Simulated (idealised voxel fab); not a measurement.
This section sets out a process module, namely voxel ribs on slabs.
The width of the displayed cross-section, cut, is 240 nm; its cells are square, with a size of 5 nm.
Square cells in a grid make up a cross-section in this document, and the grid is given as bands, listed from the top down, each one or more rows of cells.
The band entry comprises the height of the band's top followed by the height of its bottom, expressed in nm, and subsequently the band's materials from left to right, each stated together with its width in nm. Where a single material is marked with the word "edge to edge", that material fills the band from edge to edge. The word "empty" represents empty space.
Height 0 is the level under which the wafer as received is all one material. The lowest band goes on downwards, as in "z 0 and below".
Think of "30..40" as a width that walks from the first number to the second as you go down the band, top row to bottom row, taking equal-sized steps from row to row.
The cross-section has no changed cell in any step marked "no alteration".
The list in "Cavities, closed" covers empty spaces of 8 cells or more that cannot reach the top through any open way, and it gives each as width x height at distance; the distance is from the left edge, and width, height and distance are in nm.
If you see something after the settings on a step's line, that's the simulator's own remark about that step.
overlay nm: where the mask lay relative to plan, measured to the right, on steps with a mask; negatives go left.

PROCESS STEPS (PLANNED)
step 1: RECEIVE [material Si]
step 2: DIRECTIONAL_DEP [material SiO2] [thk nm 30]
step 3: DIRECTIONAL_DEP [material SiN] [thk nm 20]
step 4: MASKED_ETCH [tone cover] [mask id RIB] [width nm 30] [etch materials SiN] [depth nm 10] [overlay nm 0]
step 5: PATTERN [tone cover] [mask id SLAB] [material resist] [width nm 60] [thk nm 20] [overlay nm 0]
step 6: DIRECTIONAL_ETCH [etch materials SiN] [depth nm 10]
step 7: STRIP [etch materials resist]
step 8: FILL_DEP [material SiO2] [thk nm 20]
step 9: CMP [height nm 60]
step 10: DIRECTIONAL_DEP [material TiN] [thk nm 10]
step 11: MASKED_ETCH [tone cover] [mask id HEATER] [width nm 40] [etch materials TiN] [depth nm 10] [overlay nm 0]
step 12: CONFORMAL_DEP [material SiO2] [thk nm 5]

AS RECEIVED, AFTER STEP 1
* z 0 and below: Si edge to edge
* Cavities, closed: none

FINAL WAFER PROFILE IN CROSS-SECTION AFTER THE MODULE, FROM THE SAME START AND PLAN AS ABOVE, WITH ONE MISTAKE MADE DURING PROCESSING
* z 75 to 70: 95 nm empty, then 50 nm SiO2, then 95 nm empty
* z 70 to 65: 95 nm empty, then 5 nm SiO2, then 40 nm TiN, then 5 nm SiO2, then 95 nm empty
* z 65 to 60: 100 nm SiO2, then 40 nm TiN, then 100 nm SiO2
* z 60 to 20: SiO2 edge to edge
* z 20 to 0: SiN edge to edge
* z 0 and below: Si edge to edge
* Cavities, closed: none
Heads up, the wafer didn't run the way we planned it: the processing plan was not followed for steps 2 and 3, which were run with their positions exchanged
